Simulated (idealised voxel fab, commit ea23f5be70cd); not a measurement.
process module | voxel transistor to metal
cross-section cut | 175 nm wide | cells 5 nm
A cross-section is a grid of square cells, given in bands from the top down. A band is one or more rows of cells.
Each band's line starts with the height of the band's top and of its bottom, in nm. Then come its materials from left to right, each with its width in nm. One material with "throughout" fills the band from edge to edge. "air" is empty space.
Height 0 is the level under which the wafer as received is all one material. The lowest band goes on downwards, as in "0 down".
A width such as "30 to 40" changes by the same amount from each row of cells to the next, from the band's top row to its bottom row.
"no change" after a step means that no cell of the cross-section changed.
closed voids: empty space of 8 cells or more with no open way to the top, each as width x height at its distance from the left edge, in nm
after a step's settings: what the simulator itself notes on the step
overlay nm, on a step with a mask: how far to the right of its planned place the mask lay; to the left if negative
plan
1 op RECEIVE | material Si
2 op CONFORMAL_DEP | material SiO2 | thk nm 5
3 op CONFORMAL_DEP | material SiN | thk nm 10
4 op DIRECTIONAL_DEP | material aC | thk nm 15
5 op PATTERN | tone cover | mask id ACTIVE | material resist | width nm 115 | thk nm 35 | overlay nm 0
6 op DIRECTIONAL_ETCH | etch materials aC | depth nm 15
7 op STRIP | etch materials resist
8 op DIRECTIONAL_ETCH | etch materials SiN | depth nm 10
9 op DIRECTIONAL_ETCH | etch materials SiO2 | depth nm 5
10 op DIRECTIONAL_ETCH | etch materials Si | depth nm 35
11 op STRIP | etch materials aC
12 op OXIDIZE | depth nm 5
13 op FILL_DEP | material SiO2 | thk nm 10
14 op CMP | height nm 15
15 op SELECTIVE_ETCH | etch materials SiO2 | depth nm 5
16 op STRIP | etch materials SiN
17 op SELECTIVE_ETCH | etch materials SiO2 | depth nm 5
18 op OXIDIZE | depth nm 5
19 op DIRECTIONAL_DEP | material polySi | thk nm 30
20 op DIRECTIONAL_DEP | material SiCN | thk nm 10
21 op DIRECTIONAL_DEP | material aC | thk nm 15
22 op PATTERN | tone cover | mask id GATE | material resist | width nm 25 | thk nm 30 | overlay nm 0
23 op DIRECTIONAL_ETCH | etch materials aC | depth nm 15
24 op STRIP | etch materials resist
25 op DIRECTIONAL_ETCH | etch materials SiCN | depth nm 20
26 op DIRECTIONAL_ETCH | etch materials polySi | depth nm 40
27 op STRIP | etch materials aC
28 op CONFORMAL_DEP | material SiN | thk nm 10
29 op DIRECTIONAL_ETCH | etch materials SiN | depth nm 10
30 op DIRECTIONAL_ETCH | etch materials SiO2 | depth nm 5
31 op DIRECTIONAL_ETCH | etch materials Si | depth nm 5
32 op EPI | material pSi | thk nm 5
33 op FILL_DEP | material SiO2 | thk nm 5
34 op CMP | height nm 30
35 op STRIP | etch materials polySi
36 op SELECTIVE_ETCH | etch materials SiO2 | depth nm 5
37 op CONFORMAL_DEP | material HfO2 | thk nm 5
38 op CONFORMAL_DEP | material TiN | thk nm 5
39 op FILL_DEP | material W | thk nm 10
40 op CMP | height nm 25
41 op DIRECTIONAL_DEP | material SiO2 | thk nm 15
42 op DIRECTIONAL_DEP | material aC | thk nm 15
43 op PATTERN | tone open | mask id CONTACT | material resist | width nm 15 | pitch nm 80 | thk nm 35 | overlay nm 0
44 op DIRECTIONAL_ETCH | etch materials aC | depth nm 15
45 op STRIP | etch materials resist
46 op DIRECTIONAL_ETCH | etch materials SiO2 | depth nm 45
47 op STRIP | etch materials aC
48 op CONFORMAL_DEP | material TiN | thk nm 5
49 op FILL_DEP | material Ru | thk nm 10
50 op CMP | height nm 40
51 op DIRECTIONAL_DEP | material TiN | thk nm 5
52 op DIRECTIONAL_DEP | material W | thk nm 15
53 op MASKED_ETCH | tone cover | mask id METAL_1 | width nm 15 | pitch nm 80 | etch materials W | depth nm 15 | overlay nm 0
54 op MASKED_ETCH | tone cover | mask id METAL_1 | width nm 15 | pitch nm 80 | etch materials TiN | depth nm 5 | overlay nm 0
55 op CONFORMAL_DEP | material SiN | thk nm 5
56 op FILL_DEP | material SiO2 | thk nm 10
57 op CMP | height nm 60
58 op CONFORMAL_DEP | material SiCN | thk nm 5
first wafer, as planned
as received, after step 1
  0 down: Si throughout
  closed voids: none
after step 2
  5 to 0: SiO2 throughout
  below 0: unchanged
after step 3
  15 to 5: SiN throughout
  below 5: unchanged
after step 4
  30 to 15: aC throughout
  below 15: unchanged
after step 5
  65 to 30: air 30 | resist 115 | air 30
  below 30: unchanged
after step 6
  50 to 30: air 30 | resist 115 | air 30
  30 to 15: air 30 | aC 115 | air 30
  below 15: unchanged
after step 7
  30 to 15: air 30 | aC 115 | air 30
  below 15: unchanged
after step 8
  30 to 15: air 30 | aC 115 | air 30
  15 to 5: air 30 | SiN 115 | air 30
  below 5: unchanged
after step 9
  30 to 15: air 30 | aC 115 | air 30
  15 to 5: air 30 | SiN 115 | air 30
  5 to 0: air 30 | SiO2 115 | air 30
  below 0: unchanged
after step 10
  30 to 15: air 30 | aC 115 | air 30
  15 to 5: air 30 | SiN 115 | air 30
  5 to 0: air 30 | SiO2 115 | air 30
  0 to -35: air 30 | Si 115 | air 30
  below -35: unchanged
after step 11
  15 to 5: air 30 | SiN 115 | air 30
  below 5: unchanged
after step 12
  15 to 5: air 30 | SiN 115 | air 30
  5 to 0: air 30 | SiO2 115 | air 30
  0 to -35: air 30 | SiO2 5 | Si 105 | SiO2 5 | air 30
  -35 to -40: SiO2 35 | Si 105 | SiO2 35
  below -40: unchanged
after step 13
  25 to 15: SiO2 throughout
  15 to 5: SiO2 30 | SiN 115 | SiO2 30
  5 to 0: SiO2 throughout
  0 to -40: SiO2 35 | Si 105 | SiO2 35
  below -40: unchanged
after step 14
  15 to 5: SiO2 30 | SiN 115 | SiO2 30
  below 5: unchanged
after step 15
  15 to 10: air 30 | SiN 115 | air 30
  below 10: unchanged
after step 16
  10 to 5: SiO2 30 | air 115 | SiO2 30
  below 5: unchanged
after step 17
  5 to 0: SiO2 25 | air 125 | SiO2 25
  below 0: unchanged
after step 18
  5 to 0: SiO2 25 | air 125 | SiO2 25
  0 to -5: SiO2 throughout
  below -5: unchanged
after step 19
  35 to 30: polySi 25 | air 125 | polySi 25
  30 to 5: polySi throughout
  5 to 0: SiO2 25 | polySi 125 | SiO2 25
  below 0: unchanged
after step 20
  45 to 40: SiCN 25 | air 125 | SiCN 25
  40 to 35: SiCN throughout
  35 to 30: polySi 25 | SiCN 125 | polySi 25
  below 30: unchanged
after step 21
  60 to 55: aC 25 | air 125 | aC 25
  55 to 45: aC throughout
  45 to 40: SiCN 25 | aC 125 | SiCN 25
  below 40: unchanged
after step 22
  90 to 60: air 75 | resist 25 | air 75
  60 to 55: aC 25 | air 50 | resist 25 | air 50 | aC 25
  below 55: unchanged
after step 23
  75 to 55: air 75 | resist 25 | air 75
  55 to 45: air 75 | aC 25 | air 75
  45 to 40: SiCN 25 | air 50 | aC 25 | air 50 | SiCN 25
  below 40: unchanged
after step 24
  55 to 45: air 75 | aC 25 | air 75
  below 45: unchanged
after step 25
  55 to 40: air 75 | aC 25 | air 75
  40 to 35: air 75 | SiCN 25 | air 75
  35 to 30: polySi 25 | air 50 | SiCN 25 | air 50 | polySi 25
  below 30: unchanged
after step 26
  55 to 40: air 75 | aC 25 | air 75
  40 to 30: air 75 | SiCN 25 | air 75
  30 to 5: air 75 | polySi 25 | air 75
  5 to 0: SiO2 25 | air 50 | polySi 25 | air 50 | SiO2 25
  below 0: unchanged
after step 27
  40 to 30: air 75 | SiCN 25 | air 75
  below 30: unchanged
after step 28
  50 to 40: air 65 | SiN 45 | air 65
  40 to 30: air 65 | SiN 10 | SiCN 25 | SiN 10 | air 65
  30 to 15: air 65 | SiN 10 | polySi 25 | SiN 10 | air 65
  15 to 10: SiN 35 | air 30 | SiN 10 | polySi 25 | SiN 10 | air 30 | SiN 35
  10 to 5: SiN 75 | polySi 25 | SiN 75
  5 to 0: SiO2 25 | SiN 50 | polySi 25 | SiN 50 | SiO2 25
  below 0: unchanged
after step 29
  40 to 30: air 65 | SiN 10 | SiCN 25 | SiN 10 | air 65
  30 to 5: air 65 | SiN 10 | polySi 25 | SiN 10 | air 65
  5 to 0: SiO2 25 | SiN 10 | air 30 | SiN 10 | polySi 25 | SiN 10 | air 30 | SiN 10 | SiO2 25
  below 0: unchanged
after step 30
  40 to 30: air 65 | SiN 10 | SiCN 25 | SiN 10 | air 65
  30 to 5: air 65 | SiN 10 | polySi 25 | SiN 10 | air 65
  5 to 0: air 25 | SiN 10 | air 30 | SiN 10 | polySi 25 | SiN 10 | air 30 | SiN 10 | air 25
  0 to -5: SiO2 35 | air 30 | SiO2 45 | air 30 | SiO2 35
  below -5: unchanged
after step 31
  40 to 30: air 65 | SiN 10 | SiCN 25 | SiN 10 | air 65
  30 to 5: air 65 | SiN 10 | polySi 25 | SiN 10 | air 65
  5 to 0: air 25 | SiN 10 | air 30 | SiN 10 | polySi 25 | SiN 10 | air 30 | SiN 10 | air 25
  0 to -5: SiO2 35 | air 30 | SiO2 45 | air 30 | SiO2 35
  -5 to -10: SiO2 35 | air 30 | Si 45 | air 30 | SiO2 35
  below -10: unchanged
after step 32
  40 to 30: air 65 | SiN 10 | SiCN 25 | SiN 10 | air 65
  30 to 5: air 65 | SiN 10 | polySi 25 | SiN 10 | air 65
  5 to 0: air 25 | SiN 10 | air 30 | SiN 10 | polySi 25 | SiN 10 | air 30 | SiN 10 | air 25
  0 to -5: SiO2 35 | air 25 | pSi 5 | SiO2 45 | pSi 5 | air 25 | SiO2 35
  -5 to -10: SiO2 35 | pSi 30 | Si 45 | pSi 30 | SiO2 35
  below -10: unchanged
after step 33
  45 to 40: SiO2 throughout
  40 to 30: SiO2 65 | SiN 10 | SiCN 25 | SiN 10 | SiO2 65
  30 to 5: SiO2 65 | SiN 10 | polySi 25 | SiN 10 | SiO2 65
  5 to 0: SiO2 25 | SiN 10 | SiO2 30 | SiN 10 | polySi 25 | SiN 10 | SiO2 30 | SiN 10 | SiO2 25
  0 to -5: SiO2 60 | pSi 5 | SiO2 45 | pSi 5 | SiO2 60
  below -5: unchanged
after step 34
  30 to 5: SiO2 65 | SiN 10 | polySi 25 | SiN 10 | SiO2 65
  below 5: unchanged
after step 35
  30 to 5: SiO2 65 | SiN 10 | air 25 | SiN 10 | SiO2 65
  5 to 0: SiO2 25 | SiN 10 | SiO2 30 | SiN 10 | air 25 | SiN 10 | SiO2 30 | SiN 10 | SiO2 25
  below 0: unchanged
after step 36
  30 to 25: air 65 | SiN 10 | air 25 | SiN 10 | air 65
  25 to 5: SiO2 65 | SiN 10 | air 25 | SiN 10 | SiO2 65
  5 to 0: SiO2 25 | SiN 10 | SiO2 30 | SiN 10 | air 25 | SiN 10 | SiO2 30 | SiN 10 | SiO2 25
  0 to -5: SiO2 60 | pSi 5 | SiO2 5 | air 35 | SiO2 5 | pSi 5 | SiO2 60
  below -5: unchanged
after step 37
  35 to 30: air 60 | HfO2 20 | air 15 | HfO2 20 | air 60
  30 to 25: HfO2 65 | SiN 10 | HfO2 5 | air 15 | HfO2 5 | SiN 10 | HfO2 65
  25 to 5: SiO2 65 | SiN 10 | HfO2 5 | air 15 | HfO2 5 | SiN 10 | SiO2 65
  5 to 0: SiO2 25 | SiN 10 | SiO2 30 | SiN 10 | HfO2 5 | air 15 | HfO2 5 | SiN 10 | SiO2 30 | SiN 10 | SiO2 25
  0 to -5: SiO2 60 | pSi 5 | SiO2 5 | HfO2 35 | SiO2 5 | pSi 5 | SiO2 60
  below -5: unchanged
after step 38
  40 to 35: air 55 | TiN 30 | air 5 | TiN 30 | air 55
  35 to 30: TiN 60 | HfO2 20 | TiN 5 | air 5 | TiN 5 | HfO2 20 | TiN 60
  30 to 25: HfO2 65 | SiN 10 | HfO2 5 | TiN 5 | air 5 | TiN 5 | HfO2 5 | SiN 10 | HfO2 65
  25 to 5: SiO2 65 | SiN 10 | HfO2 5 | TiN 5 | air 5 | TiN 5 | HfO2 5 | SiN 10 | SiO2 65
  5 to 0: SiO2 25 | SiN 10 | SiO2 30 | SiN 10 | HfO2 5 | TiN 15 | HfO2 5 | SiN 10 | SiO2 30 | SiN 10 | SiO2 25
  below 0: unchanged
after step 39
  50 to 40: W throughout
  40 to 35: W 55 | TiN 30 | W 5 | TiN 30 | W 55
  35 to 30: TiN 60 | HfO2 20 | TiN 5 | W 5 | TiN 5 | HfO2 20 | TiN 60
  30 to 25: HfO2 65 | SiN 10 | HfO2 5 | TiN 5 | W 5 | TiN 5 | HfO2 5 | SiN 10 | HfO2 65
  25 to 5: SiO2 65 | SiN 10 | HfO2 5 | TiN 5 | W 5 | TiN 5 | HfO2 5 | SiN 10 | SiO2 65
  below 5: unchanged
after step 40
  25 to 5: SiO2 65 | SiN 10 | HfO2 5 | TiN 5 | W 5 | TiN 5 | HfO2 5 | SiN 10 | SiO2 65
  below 5: unchanged
after step 41
  40 to 25: SiO2 throughout
  below 25: unchanged
after step 42
  55 to 40: aC throughout
  below 40: unchanged
after step 43
  90 to 55: resist 40 | air 15 | resist 65 | air 15 | resist 40
  below 55: unchanged
after step 44
  75 to 55: resist 40 | air 15 | resist 65 | air 15 | resist 40
  55 to 40: aC 40 | air 15 | aC 65 | air 15 | aC 40
  below 40: unchanged
after step 45
  55 to 40: aC 40 | air 15 | aC 65 | air 15 | aC 40
  below 40: unchanged
after step 46
  55 to 40: aC 40 | air 15 | aC 65 | air 15 | aC 40
  40 to 25: SiO2 40 | air 15 | SiO2 65 | air 15 | SiO2 40
  25 to 5: SiO2 40 | air 15 | SiO2 10 | SiN 10 | HfO2 5 | TiN 5 | W 5 | TiN 5 | HfO2 5 | SiN 10 | SiO2 10 | air 15 | SiO2 40
  5 to 0: SiO2 25 | SiN 10 | SiO2 5 | air 15 | SiO2 10 | SiN 10 | HfO2 5 | TiN 15 | HfO2 5 | SiN 10 | SiO2 10 | air 15 | SiO2 5 | SiN 10 | SiO2 25
  0 to -5: SiO2 40 | air 15 | SiO2 5 | pSi 5 | SiO2 5 | HfO2 35 | SiO2 5 | pSi 5 | SiO2 5 | air 15 | SiO2 40
  below -5: unchanged
after step 47
  40 to 25: SiO2 40 | air 15 | SiO2 65 | air 15 | SiO2 40
  below 25: unchanged
after step 48
  45 to 40: TiN 45 | air 5 | TiN 75 | air 5 | TiN 45
  40 to 25: SiO2 40 | TiN 5 | air 5 | TiN 5 | SiO2 65 | TiN 5 | air 5 | TiN 5 | SiO2 40
  25 to 5: SiO2 40 | TiN 5 | air 5 | TiN 5 | SiO2 10 | SiN 10 | HfO2 5 | TiN 5 | W 5 | TiN 5 | HfO2 5 | SiN 10 | SiO2 10 | TiN 5 | air 5 | TiN 5 | SiO2 40
  5 to 0: SiO2 25 | SiN 10 | SiO2 5 | TiN 5 | air 5 | TiN 5 | SiO2 10 | SiN 10 | HfO2 5 | TiN 15 | HfO2 5 | SiN 10 | SiO2 10 | TiN 5 | air 5 | TiN 5 | SiO2 5 | SiN 10 | SiO2 25
  0 to -5: SiO2 40 | TiN 15 | SiO2 5 | pSi 5 | SiO2 5 | HfO2 35 | SiO2 5 | pSi 5 | SiO2 5 | TiN 15 | SiO2 40
  below -5: unchanged
after step 49
  55 to 45: Ru throughout
  45 to 40: TiN 45 | Ru 5 | TiN 75 | Ru 5 | TiN 45
  40 to 25: SiO2 40 | TiN 5 | Ru 5 | TiN 5 | SiO2 65 | TiN 5 | Ru 5 | TiN 5 | SiO2 40
  25 to 5: SiO2 40 | TiN 5 | Ru 5 | TiN 5 | SiO2 10 | SiN 10 | HfO2 5 | TiN 5 | W 5 | TiN 5 | HfO2 5 | SiN 10 | SiO2 10 | TiN 5 | Ru 5 | TiN 5 | SiO2 40
  5 to 0: SiO2 25 | SiN 10 | SiO2 5 | TiN 5 | Ru 5 | TiN 5 | SiO2 10 | SiN 10 | HfO2 5 | TiN 15 | HfO2 5 | SiN 10 | SiO2 10 | TiN 5 | Ru 5 | TiN 5 | SiO2 5 | SiN 10 | SiO2 25
  below 0: unchanged
after step 50
  40 to 25: SiO2 40 | TiN 5 | Ru 5 | TiN 5 | SiO2 65 | TiN 5 | Ru 5 | TiN 5 | SiO2 40
  below 25: unchanged
after step 51
  45 to 40: TiN throughout
  below 40: unchanged
after step 52
  60 to 45: W throughout
  below 45: unchanged
after step 53
  60 to 45: air 40 | W 15 | air 65 | W 15 | air 40
  below 45: unchanged
after step 54
  60 to 45: air 40 | W 15 | air 65 | W 15 | air 40
  45 to 40: air 40 | TiN 15 | air 65 | TiN 15 | air 40
  below 40: unchanged
after step 55
  65 to 60: air 35 | SiN 25 | air 55 | SiN 25 | air 35
  60 to 45: air 35 | SiN 5 | W 15 | SiN 5 | air 55 | SiN 5 | W 15 | SiN 5 | air 35
  45 to 40: SiN 40 | TiN 15 | SiN 65 | TiN 15 | SiN 40
  below 40: unchanged
after step 56
  75 to 65: SiO2 throughout
  65 to 60: SiO2 35 | SiN 25 | SiO2 55 | SiN 25 | SiO2 35
  60 to 45: SiO2 35 | SiN 5 | W 15 | SiN 5 | SiO2 55 | SiN 5 | W 15 | SiN 5 | SiO2 35
  below 45: unchanged
after step 57
  60 to 45: SiO2 35 | SiN 5 | W 15 | SiN 5 | SiO2 55 | SiN 5 | W 15 | SiN 5 | SiO2 35
  below 45: unchanged
after step 58
  65 to 60: SiCN throughout
  below 60: unchanged
second wafer: like start, like plan, one mistake. Through step 36 it matches the first wafer
when step 37 should have ended
  45 to 40: air 50 | HfO2 75 | air 50
  40 to 30: HfO2 throughout
  30 to 25: HfO2 65 | SiN 10 | HfO2 25 | SiN 10 | HfO2 65
  25 to 5: SiO2 65 | SiN 10 | HfO2 25 | SiN 10 | SiO2 65
  5 to 0: SiO2 25 | SiN 10 | SiO2 30 | SiN 10 | HfO2 25 | SiN 10 | SiO2 30 | SiN 10 | SiO2 25
  0 to -5: SiO2 60 | pSi 5 | SiO2 5 | HfO2 35 | SiO2 5 | pSi 5 | SiO2 60
  below -5: unchanged
when step 38 should have ended
  50 to 45: air 45 | TiN 85 | air 45
  45 to 40: TiN 50 | HfO2 75 | TiN 50
  below 40: unchanged
when step 39 should have ended
  60 to 50: W throughout
  50 to 45: W 45 | TiN 85 | W 45
  below 45: unchanged
when step 40 should have ended
  25 to 5: SiO2 65 | SiN 10 | HfO2 25 | SiN 10 | SiO2 65
  below 5: unchanged
when step 41 should have ended
  40 to 25: SiO2 throughout
  below 25: unchanged
when step 42 should have ended
  55 to 40: aC throughout
  below 40: unchanged
when step 43 should have ended
  90 to 55: resist 40 | air 15 | resist 65 | air 15 | resist 40
  below 55: unchanged
when step 44 should have ended
  75 to 55: resist 40 | air 15 | resist 65 | air 15 | resist 40
  55 to 40: aC 40 | air 15 | aC 65 | air 15 | aC 40
  below 40: unchanged
when step 45 should have ended
  55 to 40: aC 40 | air 15 | aC 65 | air 15 | aC 40
  below 40: unchanged
when step 46 should have ended
  55 to 40: aC 40 | air 15 | aC 65 | air 15 | aC 40
  40 to 25: SiO2 40 | air 15 | SiO2 65 | air 15 | SiO2 40
  25 to 5: SiO2 40 | air 15 | SiO2 10 | SiN 10 | HfO2 25 | SiN 10 | SiO2 10 | air 15 | SiO2 40
  5 to 0: SiO2 25 | SiN 10 | SiO2 5 | air 15 | SiO2 10 | SiN 10 | HfO2 25 | SiN 10 | SiO2 10 | air 15 | SiO2 5 | SiN 10 | SiO2 25
  0 to -5: SiO2 40 | air 15 | SiO2 5 | pSi 5 | SiO2 5 | HfO2 35 | SiO2 5 | pSi 5 | SiO2 5 | air 15 | SiO2 40
  below -5: unchanged
when step 47 should have ended
  40 to 25: SiO2 40 | air 15 | SiO2 65 | air 15 | SiO2 40
  below 25: unchanged
when step 48 should have ended
  45 to 40: TiN 45 | air 5 | TiN 75 | air 5 | TiN 45
  40 to 25: SiO2 40 | TiN 5 | air 5 | TiN 5 | SiO2 65 | TiN 5 | air 5 | TiN 5 | SiO2 40
  25 to 5: SiO2 40 | TiN 5 | air 5 | TiN 5 | SiO2 10 | SiN 10 | HfO2 25 | SiN 10 | SiO2 10 | TiN 5 | air 5 | TiN 5 | SiO2 40
  5 to 0: SiO2 25 | SiN 10 | SiO2 5 | TiN 5 | air 5 | TiN 5 | SiO2 10 | SiN 10 | HfO2 25 | SiN 10 | SiO2 10 | TiN 5 | air 5 | TiN 5 | SiO2 5 | SiN 10 | SiO2 25
  0 to -5: SiO2 40 | TiN 15 | SiO2 5 | pSi 5 | SiO2 5 | HfO2 35 | SiO2 5 | pSi 5 | SiO2 5 | TiN 15 | SiO2 40
  below -5: unchanged
when step 49 should have ended
  55 to 45: Ru throughout
  45 to 40: TiN 45 | Ru 5 | TiN 75 | Ru 5 | TiN 45
  40 to 25: SiO2 40 | TiN 5 | Ru 5 | TiN 5 | SiO2 65 | TiN 5 | Ru 5 | TiN 5 | SiO2 40
  25 to 5: SiO2 40 | TiN 5 | Ru 5 | TiN 5 | SiO2 10 | SiN 10 | HfO2 25 | SiN 10 | SiO2 10 | TiN 5 | Ru 5 | TiN 5 | SiO2 40
  5 to 0: SiO2 25 | SiN 10 | SiO2 5 | TiN 5 | Ru 5 | TiN 5 | SiO2 10 | SiN 10 | HfO2 25 | SiN 10 | SiO2 10 | TiN 5 | Ru 5 | TiN 5 | SiO2 5 | SiN 10 | SiO2 25
  below 0: unchanged
when step 50 should have ended
  40 to 25: SiO2 40 | TiN 5 | Ru 5 | TiN 5 | SiO2 65 | TiN 5 | Ru 5 | TiN 5 | SiO2 40
  below 25: unchanged
when step 51 should have ended
  45 to 40: TiN throughout
  below 40: unchanged
when step 52 should have ended
  60 to 45: W throughout
  below 45: unchanged
when step 53 should have ended
  60 to 45: air 40 | W 15 | air 65 | W 15 | air 40
  below 45: unchanged
when step 54 should have ended
  60 to 45: air 40 | W 15 | air 65 | W 15 | air 40
  45 to 40: air 40 | TiN 15 | air 65 | TiN 15 | air 40
  below 40: unchanged
when step 55 should have ended
  65 to 60: air 35 | SiN 25 | air 55 | SiN 25 | air 35
  60 to 45: air 35 | SiN 5 | W 15 | SiN 5 | air 55 | SiN 5 | W 15 | SiN 5 | air 35
  45 to 40: SiN 40 | TiN 15 | SiN 65 | TiN 15 | SiN 40
  below 40: unchanged
when step 56 should have ended
  75 to 65: SiO2 throughout
  65 to 60: SiO2 35 | SiN 25 | SiO2 55 | SiN 25 | SiO2 35
  60 to 45: SiO2 35 | SiN 5 | W 15 | SiN 5 | SiO2 55 | SiN 5 | W 15 | SiN 5 | SiO2 35
  below 45: unchanged
when step 57 should have ended
  60 to 45: SiO2 35 | SiN 5 | W 15 | SiN 5 | SiO2 55 | SiN 5 | W 15 | SiN 5 | SiO2 35
  below 45: unchanged
when step 58 should have ended
  65 to 60: SiCN throughout
  below 60: unchanged
what went wrong: step 37 ran as: op CONFORMAL_DEP | material HfO2 | thk nm 15
at the end the second wafer has, in cells: 15 more of HfO2 | 11 fewer of TiN | 4 fewer of W
